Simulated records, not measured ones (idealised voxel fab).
The following is a process module called voxel transistor to metal.
Section cut is 290 nm wide and gridded with 5 nm square cells.
If you're reading a cross-section in this doc, picture square cells in a grid; it comes to you as bands, top ones listed first down to the bottom, and a band can be one or more rows of cells. For a band, the entry starts with two heights in nm, that of the top and then that of the bottom, and carries on with the band's materials in order from left to right, each alongside its width in nm; the word "everywhere" beside a single material means it fills the band edge to edge, and "blank" means empty space. Heights are expressed relative to 0, this being the level below which the as-received wafer comprises one material exclusively. The lowest band is unbounded in the downward direction and is denoted as in "z 0 and below". Read "30..40" as a graded width: first number on top, second number at the bottom, same change between each pair of neighbouring rows. Where a step carries "remained the same", the cross-section came out of it unchanged, cell for cell. Enclosed voids (no open way to top), threshold 8 cells or more, entry "Trapped cavities", notation width x height at distance, distance from left edge, nm. after a step's settings: what the simulator itself notes on the step. Among the settings permitted on a step's line is "overlay nm"; applied to a step with a mask, it specifies the extent to which the mask lay to the right of its planned position, whereas a negative figure signifies a position to the left. What follows is a series of pairs. Each pair shows a cross-section before one process step and the cross-section after it, and the after view is drawn only down to the lowest band that changed. Beneath each pair is the step that lies between the two, with its settings. Pairs may come from different runs of this module on the same starting wafer, so a pair continues from the one above it only where its entry headed "Prior state" says so.

-- Prior state
z 0 and below  Si everywhere
Trapped cavities: none

-- Step Result
z 0 to -5  SiO2 everywhere
Under the height -5 nothing was changed.
Trapped cavities: none
Relating the two cross-sections above, the step in between is OXIDIZE, depth nm 5

Prior state: unchanged from the after cross-section in the pair immediately above; refer to that figure.

-- Step Result
z 15 to 0  SiN everywhere
Under the height 0 nothing was changed.
Trapped cavities: none
Relating the two cross-sections above, the step in between is CONFORMAL_DEP, material SiN, thk nm 15

Prior state: unchanged from the after cross-section in the pair immediately above; refer to that figure.

-- Step Result
z 30 to 15  aC everywhere
Under the height 15 nothing was changed.
Trapped cavities: none
Relating the two cross-sections above, the step in between is DIRECTIONAL_DEP, material aC, thk nm 15

Prior state: unchanged from the after cross-section in the pair immediately above; refer to that figure.

-- Step Result
z 60 to 30  blank 30 nm, then resist 105 nm, then blank 20 nm, then resist 105 nm, then blank 30 nm
Under the height 30 nothing was changed.
Trapped cavities: none
Relating the two cross-sections above, the step in between is PATTERN, tone cover, mask id ACTIVE, material resist, width nm 105, pitch nm 125, thk nm 30, overlay nm 0

Prior state: unchanged from the after cross-section in the pair immediately above; refer to that figure.

-- Step Result
z 45 to 30  blank 30 nm, then resist 105 nm, then blank 20 nm, then resist 105 nm, then blank 30 nm
z 30 to 15  blank 30 nm, then aC 105 nm, then blank 20 nm, then aC 105 nm, then blank 30 nm
Under the height 15 nothing was changed.
Trapped cavities: none
Relating the two cross-sections above, the step in between is DIRECTIONAL_ETCH, etch materials aC, depth nm 15

Prior state: unchanged from the after cross-section in the pair immediately above; refer to that figure.

-- Step Result
z 30 to 15  blank 30 nm, then aC 105 nm, then blank 20 nm, then aC 105 nm, then blank 30 nm
Under the height 15 nothing was changed.
Trapped cavities: none
Relating the two cross-sections above, the step in between is STRIP, etch materials resist

Prior state: unchanged from the after cross-section in the pair immediately above; refer to that figure.

-- Step Result
z 30 to 15  blank 30 nm, then aC 105 nm, then blank 20 nm, then aC 105 nm, then blank 30 nm
z 15 to 0  blank 30 nm, then SiN 105 nm, then blank 20 nm, then SiN 105 nm, then blank 30 nm
Under the height 0 nothing was changed.
Trapped cavities: none
Relating the two cross-sections above, the step in between is DIRECTIONAL_ETCH, etch materials SiN, depth nm 15

Prior state: unchanged from the after cross-section in the pair immediately above; refer to that figure.

-- Step Result
z 30 to 15  blank 30 nm, then aC 105 nm, then blank 20 nm, then aC 105 nm, then blank 30 nm
z 15 to 0  blank 30 nm, then SiN 105 nm, then blank 20 nm, then SiN 105 nm, then blank 30 nm
z 0 to -5  blank 30 nm, then SiO2 105 nm, then blank 20 nm, then SiO2 105 nm, then blank 30 nm
Under the height -5 nothing was changed.
Trapped cavities: none
Relating the two cross-sections above, the step in between is DIRECTIONAL_ETCH, etch materials SiO2, depth nm 5

Prior state: unchanged from the after cross-section in the pair immediately above; refer to that figure.

-- Step Result
z 30 to 15  blank 30 nm, then aC 105 nm, then blank 20 nm, then aC 105 nm, then blank 30 nm
z 15 to 0  blank 30 nm, then SiN 105 nm, then blank 20 nm, then SiN 105 nm, then blank 30 nm
z 0 to -5  blank 30 nm, then SiO2 105 nm, then blank 20 nm, then SiO2 105 nm, then blank 30 nm
z -5 to -30  blank 30 nm, then Si 105 nm, then blank 20 nm, then Si 105 nm, then blank 30 nm
Under the height -30 nothing was changed.
Trapped cavities: none
Relating the two cross-sections above, the step in between is DIRECTIONAL_ETCH, etch materials Si, depth nm 25

Prior state: unchanged from the after cross-section in the pair immediately above; refer to that figure.

-- Step Result
z 15 to 0  blank 30 nm, then SiN 105 nm, then blank 20 nm, then SiN 105 nm, then blank 30 nm
Under the height 0 nothing was changed.
Trapped cavities: none
Relating the two cross-sections above, the step in between is STRIP, etch materials aC

Prior state: unchanged from the after cross-section in the pair immediately above; refer to that figure.

-- Step Result
z 15 to 0  blank 30 nm, then SiN 105 nm, then blank 20 nm, then SiN 105 nm, then blank 30 nm
z 0 to -5  blank 30 nm, then SiO2 105 nm, then blank 20 nm, then SiO2 105 nm, then blank 30 nm
z -5 to -30  blank 30 nm, then SiO2 5 nm, then Si 95 nm, then SiO2 5 nm, then blank 20 nm, then SiO2 5 nm, then Si 95 nm, then SiO2 5 nm, then blank 30 nm
z -30 to -35  SiO2 35 nm, then Si 95 nm, then SiO2 30 nm, then Si 95 nm, then SiO2 35 nm
Under the height -35 nothing was changed.
Trapped cavities: none
Relating the two cross-sections above, the step in between is OXIDIZE, depth nm 5

Prior state: unchanged from the after cross-section in the pair immediately above; refer to that figure.

-- Step Result
z 25 to 15  SiO2 everywhere
z 15 to 0  SiO2 30 nm, then SiN 105 nm, then SiO2 20 nm, then SiN 105 nm, then SiO2 30 nm
z 0 to -5  SiO2 everywhere
z -5 to -35  SiO2 35 nm, then Si 95 nm, then SiO2 30 nm, then Si 95 nm, then SiO2 35 nm
Under the height -35 nothing was changed.
Trapped cavities: none
Relating the two cross-sections above, the step in between is FILL_DEP, material SiO2, thk nm 10

Prior state: unchanged from the after cross-section in the pair immediately above; refer to that figure.

-- Step Result
z 15 to 0  SiO2 30 nm, then SiN 105 nm, then SiO2 20 nm, then SiN 105 nm, then SiO2 30 nm
Under the height 0 nothing was changed.
Trapped cavities: none
Relating the two cross-sections above, the step in between is CMP, height nm 15

Prior state: unchanged from the after cross-section in the pair immediately above; refer to that figure.

-- Step Result
z 15 to 0  blank 30 nm, then SiN 105 nm, then blank 20 nm, then SiN 105 nm, then blank 30 nm
Under the height 0 nothing was changed.
Trapped cavities: none
Relating the two cross-sections above, the step in between is SELECTIVE_ETCH, etch materials SiO2, depth nm 15

Prior state: unchanged from the after cross-section in the pair immediately above; refer to that figure.

-- Step Result
z 0 to -5  SiO2 everywhere
Under the height -5 nothing was changed.
Trapped cavities: none
Relating the two cross-sections above, the step in between is STRIP, etch materials SiN

Prior state: unchanged from the after cross-section in the pair immediately above; refer to that figure.

-- Step Result
z -5 to -35  SiO2 35 nm, then Si 95 nm, then SiO2 30 nm, then Si 95 nm, then SiO2 35 nm
Under the height -35 nothing was changed.
Trapped cavities: none
Relating the two cross-sections above, the step in between is SELECTIVE_ETCH, etch materials SiO2, depth nm 5

Prior state: unchanged from the after cross-section in the pair immediately above; refer to that figure.

-- Step Result
z -5 to -10  SiO2 everywhere
Under the height -10 nothing was changed.
Trapped cavities: none
Relating the two cross-sections above, the step in between is OXIDIZE, depth nm 5

Prior state: unchanged from the after cross-section in the pair immediately above; refer to that figure.

-- Step Result
z 15 to -5  polySi everywhere
Under the height -5 nothing was changed.
Trapped cavities: none
Relating the two cross-sections above, the step in between is DIRECTIONAL_DEP, material polySi, thk nm 20

Prior state: unchanged from the after cross-section in the pair immediately above; refer to that figure.

-- Step Result
z 25 to 15  SiCN everywhere
Under the height 15 nothing was changed.
Trapped cavities: none
Relating the two cross-sections above, the step in between is DIRECTIONAL_DEP, material SiCN, thk nm 10

Prior state: unchanged from the after cross-section in the pair immediately above; refer to that figure.

-- Step Result
z 25 to 15  blank 70 nm, then SiCN 25 nm, then blank 100 nm, then SiCN 25 nm, then blank 70 nm
Under the height 15 nothing was changed.
Trapped cavities: none
Relating the two cross-sections above, the step in between is MASKED_ETCH, tone cover, mask id GATE, width nm 25, pitch nm 125, etch materials SiCN, depth nm 20, overlay nm 0

Prior state: unchanged from the after cross-section in the pair immediately above; refer to that figure.

-- Step Result
z 25 to 15  blank 70 nm, then SiCN 25 nm, then blank 100 nm, then SiCN 25 nm, then blank 70 nm
z 15 to -5  blank 70 nm, then polySi 25 nm, then blank 100 nm, then polySi 25 nm, then blank 70 nm
Under the height -5 nothing was changed.
Trapped cavities: none
Relating the two cross-sections above, the step in between is MASKED_ETCH, tone cover, mask id GATE, width nm 25, pitch nm 125, etch materials polySi, depth nm 30, overlay nm 0

Prior state: unchanged from the after cross-section in the pair immediately above; refer to that figure.

-- Step Result
z 30 to 25  blank 65 nm, then SiO2 35 nm, then blank 90 nm, then SiO2 35 nm, then blank 65 nm
z 25 to 15  blank 65 nm, then SiO2 5 nm, then SiCN 25 nm, then SiO2 5 nm, then blank 90 nm, then SiO2 5 nm, then SiCN 25 nm, then SiO2 5 nm, then blank 65 nm
z 15 to 0  blank 65 nm, then SiO2 5 nm, then polySi 25 nm, then SiO2 5 nm, then blank 90 nm, then SiO2 5 nm, then polySi 25 nm, then SiO2 5 nm, then blank 65 nm
z 0 to -5  SiO2 70 nm, then polySi 25 nm, then SiO2 100 nm, then polySi 25 nm, then SiO2 70 nm
Under the height -5 nothing was changed.
Trapped cavities: none
Relating the two cross-sections above, the step in between is CONFORMAL_DEP, material SiO2, thk nm 5

Prior state: unchanged from the after cross-section in the pair immediately above; refer to that figure.

-- Step Result
z 25 to 15  blank 65 nm, then SiO2 5 nm, then SiCN 25 nm, then SiO2 5 nm, then blank 90 nm, then SiO2 5 nm, then SiCN 25 nm, then SiO2 5 nm, then blank 65 nm
z 15 to -5  blank 65 nm, then SiO2 5 nm, then polySi 25 nm, then SiO2 5 nm, then blank 90 nm, then SiO2 5 nm, then polySi 25 nm, then SiO2 5 nm, then blank 65 nm
Under the height -5 nothing was changed.
Trapped cavities: none
Relating the two cross-sections above, the step in between is DIRECTIONAL_ETCH, etch materials SiO2, depth nm 5

Prior state: unchanged from the after cross-section in the pair immediately above; refer to that figure.

-- Step Result
z 35 to 25  blank 55 nm, then SiN 55 nm, then blank 70 nm, then SiN 55 nm, then blank 55 nm
z 25 to 15  blank 55 nm, then SiN 10 nm, then SiO2 5 nm, then SiCN 25 nm, then SiO2 5 nm, then SiN 10 nm, then blank 70 nm, then SiN 10 nm, then SiO2 5 nm, then SiCN 25 nm, then SiO2 5 nm, then SiN 10 nm, then blank 55 nm
z 15 to 5  blank 55 nm, then SiN 10 nm, then SiO2 5 nm, then polySi 25 nm, then SiO2 5 nm, then SiN 10 nm, then blank 70 nm, then SiN 10 nm, then SiO2 5 nm, then polySi 25 nm, then SiO2 5 nm, then SiN 10 nm, then blank 55 nm
z 5 to -5  SiN 65 nm, then SiO2 5 nm, then polySi 25 nm, then SiO2 5 nm, then SiN 90 nm, then SiO2 5 nm, then polySi 25 nm, then SiO2 5 nm, then SiN 65 nm
Under the height -5 nothing was changed.
Trapped cavities: none
Relating the two cross-sections above, the step in between is CONFORMAL_DEP, material SiN, thk nm 10

Prior state: unchanged from the after cross-section in the pair immediately above; refer to that figure.

-- Step Result
z 25 to 15  blank 55 nm, then SiN 10 nm, then SiO2 5 nm, then SiCN 25 nm, then SiO2 5 nm, then SiN 10 nm, then blank 70 nm, then SiN 10 nm, then SiO2 5 nm, then SiCN 25 nm, then SiO2 5 nm, then SiN 10 nm, then blank 55 nm
z 15 to -5  blank 55 nm, then SiN 10 nm, then SiO2 5 nm, then polySi 25 nm, then SiO2 5 nm, then SiN 10 nm, then blank 70 nm, then SiN 10 nm, then SiO2 5 nm, then polySi 25 nm, then SiO2 5 nm, then SiN 10 nm, then blank 55 nm
Under the height -5 nothing was changed.
Trapped cavities: none
Relating the two cross-sections above, the step in between is DIRECTIONAL_ETCH, etch materials SiN, depth nm 10

Prior state: unchanged from the after cross-section in the pair immediately above; refer to that figure.

-- Step Result
z 25 to 20  blank 55 nm, then SiN 10 nm, then blank 5 nm, then SiCN 25 nm, then blank 5 nm, then SiN 10 nm, then blank 70 nm, then SiN 10 nm, then blank 5 nm, then SiCN 25 nm, then blank 5 nm, then SiN 10 nm, then blank 55 nm
z 20 to 15  blank 55 nm, then SiN 10 nm, then SiO2 5 nm, then SiCN 25 nm, then SiO2 5 nm, then SiN 10 nm, then blank 70 nm, then SiN 10 nm, then SiO2 5 nm, then SiCN 25 nm, then SiO2 5 nm, then SiN 10 nm, then blank 55 nm
z 15 to -5  blank 55 nm, then SiN 10 nm, then SiO2 5 nm, then polySi 25 nm, then SiO2 5 nm, then SiN 10 nm, then blank 70 nm, then SiN 10 nm, then SiO2 5 nm, then polySi 25 nm, then SiO2 5 nm, then SiN 10 nm, then blank 55 nm
z -5 to -10  blank 55 nm, then SiO2 55 nm, then blank 70 nm, then SiO2 55 nm, then blank 55 nm
Under the height -10 nothing was changed.
Trapped cavities: none
Relating the two cross-sections above, the step in between is DIRECTIONAL_ETCH, etch materials SiO2, depth nm 5

Prior state: unchanged from the after cross-section in the pair immediately above; refer to that figure.

-- Step Result
z 25 to 20  blank 55 nm, then SiN 10 nm, then blank 5 nm, then SiCN 25 nm, then blank 5 nm, then SiN 10 nm, then blank 70 nm, then SiN 10 nm, then blank 5 nm, then SiCN 25 nm, then blank 5 nm, then SiN 10 nm, then blank 55 nm
z 20 to 15  blank 55 nm, then SiN 10 nm, then SiO2 5 nm, then SiCN 25 nm, then SiO2 5 nm, then SiN 10 nm, then blank 70 nm, then SiN 10 nm, then SiO2 5 nm, then SiCN 25 nm, then SiO2 5 nm, then SiN 10 nm, then blank 55 nm
z 15 to -5  blank 55 nm, then SiN 10 nm, then SiO2 5 nm, then polySi 25 nm, then SiO2 5 nm, then SiN 10 nm, then blank 70 nm, then SiN 10 nm, then SiO2 5 nm, then polySi 25 nm, then SiO2 5 nm, then SiN 10 nm, then blank 55 nm
z -5 to -10  blank 55 nm, then SiO2 55 nm, then blank 70 nm, then SiO2 55 nm, then blank 55 nm
z -10 to -25  SiO2 35 nm, then blank 20 nm, then Si 55 nm, then blank 20 nm, then SiO2 30 nm, then blank 20 nm, then Si 55 nm, then blank 20 nm, then SiO2 35 nm
Under the height -25 nothing was changed.
Trapped cavities: none
Relating the two cross-sections above, the step in between is DIRECTIONAL_ETCH, etch materials Si, depth nm 15

Prior state: unchanged from the after cross-section in the pair immediately above; refer to that figure.

-- Step Result
z 25 to 20  blank 55 nm, then SiN 10 nm, then blank 5 nm, then SiCN 25 nm, then blank 5 nm, then SiN 10 nm, then blank 70 nm, then SiN 10 nm, then blank 5 nm, then SiCN 25 nm, then blank 5 nm, then SiN 10 nm, then blank 55 nm
z 20 to 15  blank 55 nm, then SiN 10 nm, then SiO2 5 nm, then SiCN 25 nm, then SiO2 5 nm, then SiN 10 nm, then blank 70 nm, then SiN 10 nm, then SiO2 5 nm, then SiCN 25 nm, then SiO2 5 nm, then SiN 10 nm, then blank 55 nm
z 15 to 10  blank 55 nm, then SiN 10 nm, then SiO2 5 nm, then polySi 25 nm, then SiO2 5 nm, then SiN 10 nm, then blank 70 nm, then SiN 10 nm, then SiO2 5 nm, then polySi 25 nm, then SiO2 5 nm, then SiN 10 nm, then blank 55 nm
z 10 to -5  blank 35 nm, then nSi 20 nm, then SiN 10 nm, then SiO2 5 nm, then polySi 25 nm, then SiO2 5 nm, then SiN 10 nm, then nSi 20 nm, then blank 30 nm, then nSi 20 nm, then SiN 10 nm, then SiO2 5 nm, then polySi 25 nm, then SiO2 5 nm, then SiN 10 nm, then nSi 20 nm, then blank 35 nm
z -5 to -10  blank 30 nm, then nSi 25 nm, then SiO2 55 nm, then nSi 25 nm, then blank 20 nm, then nSi 25 nm, then SiO2 55 nm, then nSi 25 nm, then blank 30 nm
z -10 to -25  SiO2 35 nm, then nSi 20 nm, then Si 55 nm, then nSi 20 nm, then SiO2 30 nm, then nSi 20 nm, then Si 55 nm, then nSi 20 nm, then SiO2 35 nm
Under the height -25 nothing was changed.
Trapped cavities: none
Relating the two cross-sections above, the step in between is EPI, material nSi, thk nm 20

Prior state: unchanged from the after cross-section in the pair immediately above; refer to that figure.

-- Step Result
z 35 to 25  SiO2 everywhere
z 25 to 15  SiO2 55 nm, then SiN 10 nm, then SiO2 5 nm, then SiCN 25 nm, then SiO2 5 nm, then SiN 10 nm, then SiO2 70 nm, then SiN 10 nm, then SiO2 5 nm, then SiCN 25 nm, then SiO2 5 nm, then SiN 10 nm, then SiO2 55 nm
z 15 to 10  SiO2 55 nm, then SiN 10 nm, then SiO2 5 nm, then polySi 25 nm, then SiO2 5 nm, then SiN 10 nm, then SiO2 70 nm, then SiN 10 nm, then SiO2 5 nm, then polySi 25 nm, then SiO2 5 nm, then SiN 10 nm, then SiO2 55 nm
z 10 to -5  SiO2 35 nm, then nSi 20 nm, then SiN 10 nm, then SiO2 5 nm, then polySi 25 nm, then SiO2 5 nm, then SiN 10 nm, then nSi 20 nm, then SiO2 30 nm, then nSi 20 nm, then SiN 10 nm, then SiO2 5 nm, then polySi 25 nm, then SiO2 5 nm, then SiN 10 nm, then nSi 20 nm, then SiO2 35 nm
z -5 to -10  SiO2 30 nm, then nSi 25 nm, then SiO2 55 nm, then nSi 25 nm, then SiO2 20 nm, then nSi 25 nm, then SiO2 55 nm, then nSi 25 nm, then SiO2 30 nm
Under the height -10 nothing was changed.
Trapped cavities: none
Relating the two cross-sections above, the step in between is FILL_DEP, material SiO2, thk nm 10

Prior state: unchanged from the after cross-section in the pair immediately above; refer to that figure.

-- Step Result
z 25 to 15  SiO2 55 nm, then SiN 10 nm, then SiO2 5 nm, then SiCN 25 nm, then SiO2 5 nm, then SiN 10 nm, then SiO2 70 nm, then SiN 10 nm, then SiO2 5 nm, then SiCN 25 nm, then SiO2 5 nm, then SiN 10 nm, then SiO2 55 nm
Under the height 15 nothing was changed.
Trapped cavities: none
Relating the two cross-sections above, the step in between is CMP, height nm 25

Prior state: unchanged from the after cross-section in the pair immediately above; refer to that figure.

-- Step Result
z 40 to 25  SiO2 everywhere
Under the height 25 nothing was changed.
Trapped cavities: none
Relating the two cross-sections above, the step in between is DIRECTIONAL_DEP, material SiO2, thk nm 15

Prior state: unchanged from the after cross-section in the pair immediately above; refer to that figure.

-- Step Result
z 40 to 25  SiO2 35 nm, then blank 20 nm, then SiO2 55 nm, then blank 20 nm, then SiO2 30 nm, then blank 20 nm, then SiO2 55 nm, then blank 20 nm, then SiO2 35 nm
z 25 to 15  SiO2 35 nm, then blank 20 nm, then SiN 10 nm, then SiO2 5 nm, then SiCN 25 nm, then SiO2 5 nm, then SiN 10 nm, then blank 20 nm, then SiO2 30 nm, then blank 20 nm, then SiN 10 nm, then SiO2 5 nm, then SiCN 25 nm, then SiO2 5 nm, then SiN 10 nm, then blank 20 nm, then SiO2 35 nm
z 15 to 10  SiO2 35 nm, then blank 20 nm, then SiN 10 nm, then SiO2 5 nm, then polySi 25 nm, then SiO2 5 nm, then SiN 10 nm, then blank 20 nm, then SiO2 30 nm, then blank 20 nm, then SiN 10 nm, then SiO2 5 nm, then polySi 25 nm, then SiO2 5 nm, then SiN 10 nm, then blank 20 nm, then SiO2 35 nm
Under the height 10 nothing was changed.
Trapped cavities: none
Relating the two cross-sections above, the step in between is MASKED_ETCH, tone open, mask id CONTACT, width nm 20, etch materials SiO2, depth nm 30, overlay nm 0

Prior state: unchanged from the after cross-section in the pair immediately above; refer to that figure.

-- Step Result
z 45 to 40  TiN 40 nm, then blank 10 nm, then TiN 65 nm, then blank 10 nm, then TiN 40 nm, then blank 10 nm, then TiN 65 nm, then blank 10 nm, then TiN 40 nm
z 40 to 25  SiO2 35 nm, then TiN 5 nm, then blank 10 nm, then TiN 5 nm, then SiO2 55 nm, then TiN 5 nm, then blank 10 nm, then TiN 5 nm, then SiO2 30 nm, then TiN 5 nm, then blank 10 nm, then TiN 5 nm, then SiO2 55 nm, then TiN 5 nm, then blank 10 nm, then TiN 5 nm, then SiO2 35 nm
z 25 to 15  SiO2 35 nm, then TiN 5 nm, then blank 10 nm, then TiN 5 nm, then SiN 10 nm, then SiO2 5 nm, then SiCN 25 nm, then SiO2 5 nm, then SiN 10 nm, then TiN 5 nm, then blank 10 nm, then TiN 5 nm, then SiO2 30 nm, then TiN 5 nm, then blank 10 nm, then TiN 5 nm, then SiN 10 nm, then SiO2 5 nm, then SiCN 25 nm, then SiO2 5 nm, then SiN 10 nm, then TiN 5 nm, then blank 10 nm, then TiN 5 nm, then SiO2 35 nm
z 15 to 10  SiO2 35 nm, then TiN 20 nm, then SiN 10 nm, then SiO2 5 nm, then polySi 25 nm, then SiO2 5 nm, then SiN 10 nm, then TiN 20 nm, then SiO2 30 nm, then TiN 20 nm, then SiN 10 nm, then SiO2 5 nm, then polySi 25 nm, then SiO2 5 nm, then SiN 10 nm, then TiN 20 nm, then SiO2 35 nm
Under the height 10 nothing was changed.
Trapped cavities: none
Relating the two cross-sections above, the step in between is CONFORMAL_DEP, material TiN, thk nm 5

Prior state: unchanged from the after cross-section in the pair immediately above; refer to that figure.

-- Step Result
z 50 to 45  Ru everywhere
z 45 to 40  TiN 40 nm, then Ru 10 nm, then TiN 65 nm, then Ru 10 nm, then TiN 40 nm, then Ru 10 nm, then TiN 65 nm, then Ru 10 nm, then TiN 40 nm
z 40 to 25  SiO2 35 nm, then TiN 5 nm, then Ru 10 nm, then TiN 5 nm, then SiO2 55 nm, then TiN 5 nm, then Ru 10 nm, then TiN 5 nm, then SiO2 30 nm, then TiN 5 nm, then Ru 10 nm, then TiN 5 nm, then SiO2 55 nm, then TiN 5 nm, then Ru 10 nm, then TiN 5 nm, then SiO2 35 nm
z 25 to 15  SiO2 35 nm, then TiN 5 nm, then Ru 10 nm, then TiN 5 nm, then SiN 10 nm, then SiO2 5 nm, then SiCN 25 nm, then SiO2 5 nm, then SiN 10 nm, then TiN 5 nm, then Ru 10 nm, then TiN 5 nm, then SiO2 30 nm, then TiN 5 nm, then Ru 10 nm, then TiN 5 nm, then SiN 10 nm, then SiO2 5 nm, then SiCN 25 nm, then SiO2 5 nm, then SiN 10 nm, then TiN 5 nm, then Ru 10 nm, then TiN 5 nm, then SiO2 35 nm
Under the height 15 nothing was changed.
Trapped cavities: none
Relating the two cross-sections above, the step in between is FILL_DEP, material Ru, thk nm 5

Prior state: unchanged from the after cross-section in the pair immediately above; refer to that figure.

-- Step Result
z 40 to 25  SiO2 35 nm, then TiN 5 nm, then Ru 10 nm, then TiN 5 nm, then SiO2 55 nm, then TiN 5 nm, then Ru 10 nm, then TiN 5 nm, then SiO2 30 nm, then TiN 5 nm, then Ru 10 nm, then TiN 5 nm, then SiO2 55 nm, then TiN 5 nm, then Ru 10 nm, then TiN 5 nm, then SiO2 35 nm
Under the height 25 nothing was changed.
Trapped cavities: none
Relating the two cross-sections above, the step in between is CMP, height nm 40

Prior state: unchanged from the after cross-section in the pair immediately above; refer to that figure.

-- Step Result
z 45 to 40  SiCN everywhere
Under the height 40 nothing was changed.
Trapped cavities: none
Relating the two cross-sections above, the step in between is CONFORMAL_DEP, material SiCN, thk nm 5

Prior state: unchanged from the after cross-section in the pair immediately above; refer to that figure.

-- Step Result
z 70 to 45  SiO2 everywhere
Under the height 45 nothing was changed.
Trapped cavities: none
Relating the two cross-sections above, the step in between is DIRECTIONAL_DEP, material SiO2, thk nm 25

Prior state: unchanged from the after cross-section in the pair immediately above; refer to that figure.

-- Step Result
z 80 to 70  aC everywhere
Under the height 70 nothing was changed.
Trapped cavities: none
Relating the two cross-sections above, the step in between is DIRECTIONAL_DEP, material aC, thk nm 10

Prior state: unchanged from the after cross-section in the pair immediately above; refer to that figure.

-- Step Result
z 110 to 80  resist 35 nm, then blank 20 nm, then resist 55 nm, then blank 20 nm, then resist 30 nm, then blank 20 nm, then resist 55 nm, then blank 20 nm, then resist 35 nm
Under the height 80 nothing was changed.
Trapped cavities: none
Relating the two cross-sections above, the step in between is PATTERN, tone open, mask id METAL_1, material resist, width nm 20, thk nm 30, overlay nm 0

Prior state: unchanged from the after cross-section in the pair immediately above; refer to that figure.

-- Step Result
z 100 to 80  resist 35 nm, then blank 20 nm, then resist 55 nm, then blank 20 nm, then resist 30 nm, then blank 20 nm, then resist 55 nm, then blank 20 nm, then resist 35 nm
z 80 to 70  aC 35 nm, then blank 20 nm, then aC 55 nm, then blank 20 nm, then aC 30 nm, then blank 20 nm, then aC 55 nm, then blank 20 nm, then aC 35 nm
Under the height 70 nothing was changed.
Trapped cavities: none
Relating the two cross-sections above, the step in between is DIRECTIONAL_ETCH, etch materials aC, depth nm 10

Prior state: unchanged from the after cross-section in the pair immediately above; refer to that figure.

-- Step Result
z 80 to 70  aC 35 nm, then blank 20 nm, then aC 55 nm, then blank 20 nm, then aC 30 nm, then blank 20 nm, then aC 55 nm, then blank 20 nm, then aC 35 nm
Under the height 70 nothing was changed.
Trapped cavities: none
Relating the two cross-sections above, the step in between is STRIP, etch materials resist

Prior state: unchanged from the after cross-section in the pair immediately above; refer to that figure.

-- Step Result
z 80 to 70  aC 35 nm, then blank 20 nm, then aC 55 nm, then blank 20 nm, then aC 30 nm, then blank 20 nm, then aC 55 nm, then blank 20 nm, then aC 35 nm
z 70 to 45  SiO2 35 nm, then blank 20 nm, then SiO2 55 nm, then blank 20 nm, then SiO2 30 nm, then blank 20 nm, then SiO2 55 nm, then blank 20 nm, then SiO2 35 nm
Under the height 45 nothing was changed.
Trapped cavities: none
Relating the two cross-sections above, the step in between is DIRECTIONAL_ETCH, etch materials SiO2, depth nm 25

Prior state: unchanged from the after cross-section in the pair immediately above; refer to that figure.

-- Step Result
z 80 to 70  aC 35 nm, then blank 20 nm, then aC 55 nm, then blank 20 nm, then aC 30 nm, then blank 20 nm, then aC 55 nm, then blank 20 nm, then aC 35 nm
z 70 to 45  SiO2 35 nm, then blank 20 nm, then SiO2 55 nm, then blank 20 nm, then SiO2 30 nm, then blank 20 nm, then SiO2 55 nm, then blank 20 nm, then SiO2 35 nm
z 45 to 40  SiCN 35 nm, then blank 20 nm, then SiCN 55 nm, then blank 20 nm, then SiCN 30 nm, then blank 20 nm, then SiCN 55 nm, then blank 20 nm, then SiCN 35 nm
Under the height 40 nothing was changed.
Trapped cavities: none
Relating the two cross-sections above, the step in between is DIRECTIONAL_ETCH, etch materials SiCN, depth nm 5

Prior state: unchanged from the after cross-section in the pair immediately above; refer to that figure.

-- Step Result
z 70 to 45  SiO2 35 nm, then blank 20 nm, then SiO2 55 nm, then blank 20 nm, then SiO2 30 nm, then blank 20 nm, then SiO2 55 nm, then blank 20 nm, then SiO2 35 nm
Under the height 45 nothing was changed.
Trapped cavities: none
Relating the two cross-sections above, the step in between is STRIP, etch materials aC

Prior state: unchanged from the after cross-section in the pair immediately above; refer to that figure.

-- Step Result
z 75 to 70  TiN 40 nm, then blank 10 nm, then TiN 65 nm, then blank 10 nm, then TiN 40 nm, then blank 10 nm, then TiN 65 nm, then blank 10 nm, then TiN 40 nm
z 70 to 45  SiO2 35 nm, then TiN 5 nm, then blank 10 nm, then TiN 5 nm, then SiO2 55 nm, then TiN 5 nm, then blank 10 nm, then TiN 5 nm, then SiO2 30 nm, then TiN 5 nm, then blank 10 nm, then TiN 5 nm, then SiO2 55 nm, then TiN 5 nm, then blank 10 nm, then TiN 5 nm, then SiO2 35 nm
z 45 to 40  SiCN 35 nm, then TiN 20 nm, then SiCN 55 nm, then TiN 20 nm, then SiCN 30 nm, then TiN 20 nm, then SiCN 55 nm, then TiN 20 nm, then SiCN 35 nm
Under the height 40 nothing was changed.
Trapped cavities: none
Relating the two cross-sections above, the step in between is CONFORMAL_DEP, material TiN, thk nm 5

Prior state: unchanged from the after cross-section in the pair immediately above; refer to that figure.

-- Step Result
z 85 to 75  Cu everywhere
z 75 to 70  TiN 40 nm, then Cu 10 nm, then TiN 65 nm, then Cu 10 nm, then TiN 40 nm, then Cu 10 nm, then TiN 65 nm, then Cu 10 nm, then TiN 40 nm
z 70 to 45  SiO2 35 nm, then TiN 5 nm, then Cu 10 nm, then TiN 5 nm, then SiO2 55 nm, then TiN 5 nm, then Cu 10 nm, then TiN 5 nm, then SiO2 30 nm, then TiN 5 nm, then Cu 10 nm, then TiN 5 nm, then SiO2 55 nm, then TiN 5 nm, then Cu 10 nm, then TiN 5 nm, then SiO2 35 nm
Under the height 45 nothing was changed.
Trapped cavities: none
Relating the two cross-sections above, the step in between is FILL_DEP, material Cu, thk nm 10

Prior state: unchanged from the after cross-section in the pair immediately above; refer to that figure.

-- Step Result
z 70 to 45  SiO2 35 nm, then TiN 5 nm, then Cu 10 nm, then TiN 5 nm, then SiO2 55 nm, then TiN 5 nm, then Cu 10 nm, then TiN 5 nm, then SiO2 30 nm, then TiN 5 nm, then Cu 10 nm, then TiN 5 nm, then SiO2 55 nm, then TiN 5 nm, then Cu 10 nm, then TiN 5 nm, then SiO2 35 nm
Under the height 45 nothing was changed.
Trapped cavities: none
Relating the two cross-sections above, the step in between is CMP, height nm 70

Prior state: unchanged from the after cross-section in the pair immediately above; refer to that figure.

-- Step Result
z 75 to 70  SiCN everywhere
Under the height 70 nothing was changed.
Trapped cavities: none
Relating the two cross-sections above, the step in between is CONFORMAL_DEP, material SiCN, thk nm 5

Prior state: unchanged from the after cross-section in the pair immediately above; refer to that figure.

-- Step Result
z 100 to 75  SiO2 everywhere
Under the height 75 nothing was changed.
Trapped cavities: none
Relating the two cross-sections above, the step in between is DIRECTIONAL_DEP, material SiO2, thk nm 25
